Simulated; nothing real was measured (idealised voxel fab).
voxel air gaps: a process module
The cross-section shown here is cut; it is 285 nm wide and divided into square cells measuring 5 nm on a side.
Cross-section layout: square cells on a grid; listed as bands, top to bottom; a band spans one or more cell rows.
Within each band entry, the heights of the top and of the bottom of the band appear first, in that order and in nm; the materials of the band then follow from left to right, each with its corresponding width in nm. The designation "throughout" on a single material indicates that it fills the band from edge to edge; the designation "air" indicates empty space.
Note: height 0 marks the level under which the wafer is uniformly one material as received. Lowest band unbounded below, written "top 0, no bottom".
The expression "30 to 40" gives the width at the extremes of the band, the first number at its top row of cells and the second at its bottom row, with the width changing by equal amounts from each row to the next in between.
"nothing different" after a step means that no cell of the cross-section changed.
"Fully sealed voids": sealed empty spaces, 8 cells or more, no open way to top, listed width x height at distance, with distance from the left edge and width, height and distance in nm.
Formally, on a step line, whatever follows the settings is a remark that the simulator itself makes on the step.
overlay nm: right-of-plan distance of the mask on a masked step; negative values mean left-of-plan.
# The process steps that were planned are listed below
1. RECEIVE with material Si
2. CONFORMAL_DEP with material SiO2, thk nm 15
3. CONFORMAL_DEP with material SiN, thk nm 5
4. DIRECTIONAL_DEP with material lowk, thk nm 30
5. MASKED_ETCH with tone open, mask id LINES, width nm 20, pitch nm 50, etch materials lowk, depth nm 30, overlay nm -15
6. CONFORMAL_DEP with material TiN, thk nm 5
7. FILL_DEP with material Cu, thk nm 10
8. CMP with height nm 50
9. EPI with material Ru, thk nm 10
10. SELECTIVE_ETCH with etch materials lowk, depth nm 40
11. CONFORMAL_DEP with material SiN, thk nm 5
Wafers differ in overlay nm at step 5; plan lists the first wafer's value; identical starting state.
# The first of several wafers as received, shown in cross-section; this is its state after step 1
* top 0, no bottom  Si throughout
* Fully sealed voids: none
# After the module's final step, step 11: the first of several wafers in cross-section
* top 65, bottom 60  air: 25 | SiN: 200 | air: 60
* top 60, bottom 50  air: 25 | SiN: 5 | Ru: 40 | SiN: 10 | Ru: 40 | SiN: 10 | Ru: 40 | SiN: 10 | Ru: 40 | SiN: 5 | air: 60
* top 50, bottom 45  air: 25 | SiN: 15 | TiN: 5 | Cu: 10 | TiN: 5 | SiN: 30 | TiN: 5 | Cu: 10 | TiN: 5 | SiN: 30 | TiN: 5 | Cu: 10 | TiN: 5 | SiN: 30 | TiN: 5 | Cu: 10 | TiN: 5 | SiN: 15 | air: 60
* top 45, bottom 25  air: 35 | SiN: 5 | TiN: 5 | Cu: 10 | TiN: 5 | SiN: 5 | air: 20 | SiN: 5 | TiN: 5 | Cu: 10 | TiN: 5 | SiN: 5 | air: 20 | SiN: 5 | TiN: 5 | Cu: 10 | TiN: 5 | SiN: 5 | air: 20 | SiN: 5 | TiN: 5 | Cu: 10 | TiN: 5 | SiN: 5 | air: 70
* top 25, bottom 20  SiN: 40 | TiN: 20 | SiN: 30 | TiN: 20 | SiN: 30 | TiN: 20 | SiN: 30 | TiN: 20 | SiN: 75
* top 20, bottom 15  SiN throughout
* top 15, bottom 0  SiO2 throughout
* top 0, no bottom  Si throughout
* Fully sealed voids: 20 x 20 at 65; 20 x 20 at 115; 20 x 20 at 165
# Cross-section at module completion, last wafer
* top 65, bottom 60  air: 55 | SiN: 200 | air: 30
* top 60, bottom 50  air: 55 | SiN: 5 | Ru: 40 | SiN: 10 | Ru: 40 | SiN: 10 | Ru: 40 | SiN: 10 | Ru: 40 | SiN: 5 | air: 30
* top 50, bottom 45  air: 55 | SiN: 15 | TiN: 5 | Cu: 10 | TiN: 5 | SiN: 30 | TiN: 5 | Cu: 10 | TiN: 5 | SiN: 30 | TiN: 5 | Cu: 10 | TiN: 5 | SiN: 30 | TiN: 5 | Cu: 10 | TiN: 5 | SiN: 15 | air: 30
* top 45, bottom 25  air: 65 | SiN: 5 | TiN: 5 | Cu: 10 | TiN: 5 | SiN: 5 | air: 20 | SiN: 5 | TiN: 5 | Cu: 10 | TiN: 5 | SiN: 5 | air: 20 | SiN: 5 | TiN: 5 | Cu: 10 | TiN: 5 | SiN: 5 | air: 20 | SiN: 5 | TiN: 5 | Cu: 10 | TiN: 5 | SiN: 5 | air: 40
* top 25, bottom 20  SiN: 70 | TiN: 20 | SiN: 30 | TiN: 20 | SiN: 30 | TiN: 20 | SiN: 30 | TiN: 20 | SiN: 45
* top 20, bottom 15  SiN throughout
* top 15, bottom 0  SiO2 throughout
* top 0, no bottom  Si throughout
* Fully sealed voids: 20 x 20 at 95; 20 x 20 at 145; 20 x 20 at 195
# Below: a row per wafer. Contents at end of module: for every material, cells gained since receipt (+) or lost since receipt (-); then closed voids
overlay nm -15; +40 Cu; +64 Ru; +210 SiN; +171 SiO2; +56 TiN; Fully sealed voids: 20 x 20 at 65; 20 x 20 at 115; 20 x 20 at 165
overlay nm -10; +40 Cu; +64 Ru; +210 SiN; +171 SiO2; +56 TiN; Fully sealed voids: 20 x 20 at 70; 20 x 20 at 120; 20 x 20 at 170
overlay nm -5; +40 Cu; +64 Ru; +210 SiN; +171 SiO2; +56 TiN; Fully sealed voids: 20 x 20 at 75; 20 x 20 at 125; 20 x 20 at 175
overlay nm 0; +40 Cu; +64 Ru; +210 SiN; +171 SiO2; +56 TiN; Fully sealed voids: 20 x 20 at 80; 20 x 20 at 130; 20 x 20 at 180
overlay nm 5; +40 Cu; +64 Ru; +210 SiN; +171 SiO2; +56 TiN; Fully sealed voids: 20 x 20 at 85; 20 x 20 at 135; 20 x 20 at 185
overlay nm 10; +40 Cu; +64 Ru; +210 SiN; +171 SiO2; +56 TiN; Fully sealed voids: 20 x 20 at 90; 20 x 20 at 140; 20 x 20 at 190
overlay nm 15; +40 Cu; +64 Ru; +210 SiN; +171 SiO2; +56 TiN; Fully sealed voids: 20 x 20 at 95; 20 x 20 at 145; 20 x 20 at 195
